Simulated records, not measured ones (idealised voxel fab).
A process module follows: voxel self aligned contacts.
The width of the displayed cross-section, cut, is 180 nm; its cells are square, with a size of 5 nm.
Notation: cross-section as square-cell grid; stated in bands, top first, going down; one or more cell rows per band.
What a band's entry tells you: where the top is and where the bottom is, as heights in nm, and after that what lies inside, material by material from left to right, each with its width in nm. Empty space is written as the word "blank", and a single material marked with the word "all across" occupies the band from edge to edge.
Height datum 0, below which the as-received substrate wafer is one material. Lowest band open at the bottom, running downward: "0 and below".
It should be noted that a width expressed as "30..40" varies in equal increments from row to row of cells within the band, taking the value of the first number at the top row and that of the second number at the bottom row.
Step note "nothing got changed" = no cross-section cell changed.
Voids not open to the top, 8 cells minimum: see "Cavities, closed". Written width x height at distance; distance is from the left edge; nm.
On a step's line, text after the settings is the simulator commenting on that step.
"overlay nm" on a masked step: distance the mask lay right of its planned place, negative for left.
### Here's what the planned process steps look like
1. RECEIVE with material Si
2. CONFORMAL_DEP with material SiO2, thk nm 5
3. DIRECTIONAL_DEP with material polySi, thk nm 25
4. DIRECTIONAL_DEP with material SiN, thk nm 20
5. PATTERN with tone cover, mask id GATE, material resist, width nm 35, pitch nm 70, thk nm 15, overlay nm 0
6. DIRECTIONAL_ETCH with etch materials SiN, depth nm 20
7. DIRECTIONAL_ETCH with etch materials polySi, depth nm 25
8. STRIP with etch materials resist
9. CONFORMAL_DEP with material SiN, thk nm 5
10. DIRECTIONAL_ETCH with etch materials SiN, depth nm 5
11. FILL_DEP with material SiO2, thk nm 15
12. CMP with height nm 60
13. MASKED_ETCH with tone open, mask id CONTACT, width nm 55, etch materials SiO2, depth nm 60, overlay nm 0
14. CONFORMAL_DEP with material TiN, thk nm 5
15. FILL_DEP with material W, thk nm 5
16. CMP with height nm 60
17. CONFORMAL_DEP with material SiN, thk nm 5
### On the first of the two wafers: run conducted according to plan
### As-received state of the wafer in cross-section, equivalent to post-step 1
* 0 and below: Si all across
* Cavities, closed: none
### Cross-section through the wafer, step 2 finished
* 5 down to 0: SiO2 all across
* Below a height of 0, the structure has not been altered.
### Cross-section through the wafer, step 3 finished
* 30 down to 5: polySi all across
* Below a height of 5, the structure has not been altered.
### Cross-section through the wafer, step 4 finished
* 50 down to 30: SiN all across
* Below a height of 30, the structure has not been altered.
### Cross-section through the wafer, step 5 finished
* 65 down to 50: blank 35 / resist 35 / blank 35 / resist 35 / blank 40
* Below a height of 50, the structure has not been altered.
### Cross-section through the wafer, step 6 finished
* 65 down to 50: blank 35 / resist 35 / blank 35 / resist 35 / blank 40
* 50 down to 30: blank 35 / SiN 35 / blank 35 / SiN 35 / blank 40
* Below a height of 30, the structure has not been altered.
### Cross-section through the wafer, step 7 finished
* 65 down to 50: blank 35 / resist 35 / blank 35 / resist 35 / blank 40
* 50 down to 30: blank 35 / SiN 35 / blank 35 / SiN 35 / blank 40
* 30 down to 5: blank 35 / polySi 35 / blank 35 / polySi 35 / blank 40
* Below a height of 5, the structure has not been altered.
### Cross-section through the wafer, step 8 finished
* 50 down to 30: blank 35 / SiN 35 / blank 35 / SiN 35 / blank 40
* Below a height of 30, the structure has not been altered.
### Cross-section through the wafer, step 9 finished
* 55 down to 30: blank 30 / SiN 45 / blank 25 / SiN 45 / blank 35
* 30 down to 10: blank 30 / SiN 5 / polySi 35 / SiN 5 / blank 25 / SiN 5 / polySi 35 / SiN 5 / blank 35
* 10 down to 5: SiN 35 / polySi 35 / SiN 35 / polySi 35 / SiN 40
* Below a height of 5, the structure has not been altered.
### Cross-section through the wafer, step 10 finished
* 50 down to 30: blank 30 / SiN 45 / blank 25 / SiN 45 / blank 35
* 30 down to 5: blank 30 / SiN 5 / polySi 35 / SiN 5 / blank 25 / SiN 5 / polySi 35 / SiN 5 / blank 35
* Below a height of 5, the structure has not been altered.
### Cross-section through the wafer, step 11 finished
* 65 down to 50: SiO2 all across
* 50 down to 30: SiO2 30 / SiN 45 / SiO2 25 / SiN 45 / SiO2 35
* 30 down to 5: SiO2 30 / SiN 5 / polySi 35 / SiN 5 / SiO2 25 / SiN 5 / polySi 35 / SiN 5 / SiO2 35
* Below a height of 5, the structure has not been altered.
### Cross-section through the wafer, step 12 finished
* 60 down to 50: SiO2 all across
* Below a height of 50, the structure has not been altered.
### Cross-section through the wafer, step 13 finished
* 60 down to 50: SiO2 60 / blank 55 / SiO2 65
* 50 down to 30: SiO2 30 / SiN 45 / blank 25 / SiN 45 / SiO2 35
* 30 down to 5: SiO2 30 / SiN 5 / polySi 35 / SiN 5 / blank 25 / SiN 5 / polySi 35 / SiN 5 / SiO2 35
* 5 down to 0: SiO2 75 / blank 25 / SiO2 80
* Below a height of 0, the structure has not been altered.
### Cross-section through the wafer, step 14 finished
* 65 down to 60: TiN 65 / blank 45 / TiN 70
* 60 down to 50: SiO2 60 / TiN 5..20 / blank 45..15 / TiN 5..20 / SiO2 65
* 50 down to 30: SiO2 30 / SiN 45 / TiN 5 / blank 15 / TiN 5 / SiN 45 / SiO2 35
* 30 down to 5: SiO2 30 / SiN 5 / polySi 35 / SiN 5 / TiN 5 / blank 15 / TiN 5 / SiN 5 / polySi 35 / SiN 5 / SiO2 35
* 5 down to 0: SiO2 75 / TiN 25 / SiO2 80
* Below a height of 0, the structure has not been altered.
### Cross-section through the wafer, step 15 finished
* 70 down to 65: W all across
* 65 down to 60: TiN 65 / W 45 / TiN 70
* 60 down to 50: SiO2 60 / TiN 5..20 / W 45..15 / TiN 5..20 / SiO2 65
* 50 down to 30: SiO2 30 / SiN 45 / TiN 5 / W 15 / TiN 5 / SiN 45 / SiO2 35
* 30 down to 5: SiO2 30 / SiN 5 / polySi 35 / SiN 5 / TiN 5 / W 15 / TiN 5 / SiN 5 / polySi 35 / SiN 5 / SiO2 35
* Below a height of 5, the structure has not been altered.
### Cross-section through the wafer, step 16 finished
* 60 down to 50: SiO2 60 / TiN 5..20 / W 45..15 / TiN 5..20 / SiO2 65
* Below a height of 50, the structure has not been altered.
### Cross-section through the wafer, step 17 finished
* 65 down to 60: SiN all across
* Below a height of 60, the structure has not been altered.
### Regarding the second of the two wafers: it shared the first wafer's starting condition and process plan, yet one error occurred during its execution. Its history coincides with that of the first wafer up to and including step 8
Second wafer, cut view, end of step 9 per plan: nothing got changed
### Second wafer, cut view, end of step 10 per plan
* 45 down to 30: blank 35 / SiN 35 / blank 35 / SiN 35 / blank 40
* Below a height of 30, the structure has not been altered.
### Second wafer, cut view, end of step 11 per plan
* 60 down to 45: SiO2 all across
* 45 down to 30: SiO2 35 / SiN 35 / SiO2 35 / SiN 35 / SiO2 40
* 30 down to 5: SiO2 35 / polySi 35 / SiO2 35 / polySi 35 / SiO2 40
* Below a height of 5, the structure has not been altered.
Second wafer, cut view, end of step 12 per plan: nothing got changed
### Second wafer, cut view, end of step 13 per plan
* 60 down to 45: SiO2 60 / blank 55 / SiO2 65
* 45 down to 30: SiO2 35 / SiN 35 / blank 35 / SiN 35 / SiO2 40
* 30 down to 5: SiO2 35 / polySi 35 / blank 35 / polySi 35 / SiO2 40
* 5 down to 0: SiO2 70 / blank 35 / SiO2 75
* Below a height of 0, the structure has not been altered.
### Second wafer, cut view, end of step 14 per plan
* 65 down to 60: TiN 65 / blank 45 / TiN 70
* 60 down to 50: SiO2 60 / TiN 5 / blank 45 / TiN 5 / SiO2 65
* 50 down to 45: SiO2 60 / TiN 15 / blank 25 / TiN 15 / SiO2 65
* 45 down to 30: SiO2 35 / SiN 35 / TiN 5 / blank 25 / TiN 5 / SiN 35 / SiO2 40
* 30 down to 5: SiO2 35 / polySi 35 / TiN 5 / blank 25 / TiN 5 / polySi 35 / SiO2 40
* 5 down to 0: SiO2 70 / TiN 35 / SiO2 75
* Below a height of 0, the structure has not been altered.
### Second wafer, cut view, end of step 15 per plan
* 70 down to 65: W all across
* 65 down to 60: TiN 65 / W 45 / TiN 70
* 60 down to 50: SiO2 60 / TiN 5 / W 45 / TiN 5 / SiO2 65
* 50 down to 45: SiO2 60 / TiN 15 / W 25 / TiN 15 / SiO2 65
* 45 down to 30: SiO2 35 / SiN 35 / TiN 5 / W 25 / TiN 5 / SiN 35 / SiO2 40
* 30 down to 5: SiO2 35 / polySi 35 / TiN 5 / W 25 / TiN 5 / polySi 35 / SiO2 40
* Below a height of 5, the structure has not been altered.
### Second wafer, cut view, end of step 16 per plan
* 60 down to 50: SiO2 60 / TiN 5 / W 45 / TiN 5 / SiO2 65
* Below a height of 50, the structure has not been altered.
### Second wafer, cut view, end of step 17 per plan
* 65 down to 60: SiN all across
* Below a height of 60, the structure has not been altered.
So what did we get wrong on this run? step 9 in the plan did not get run; it was skipped
End check, counted in cells, second wafer has more or fewer of these materials than the first: SiN: 50 fewer | SiO2: 26 more | W: 24 more
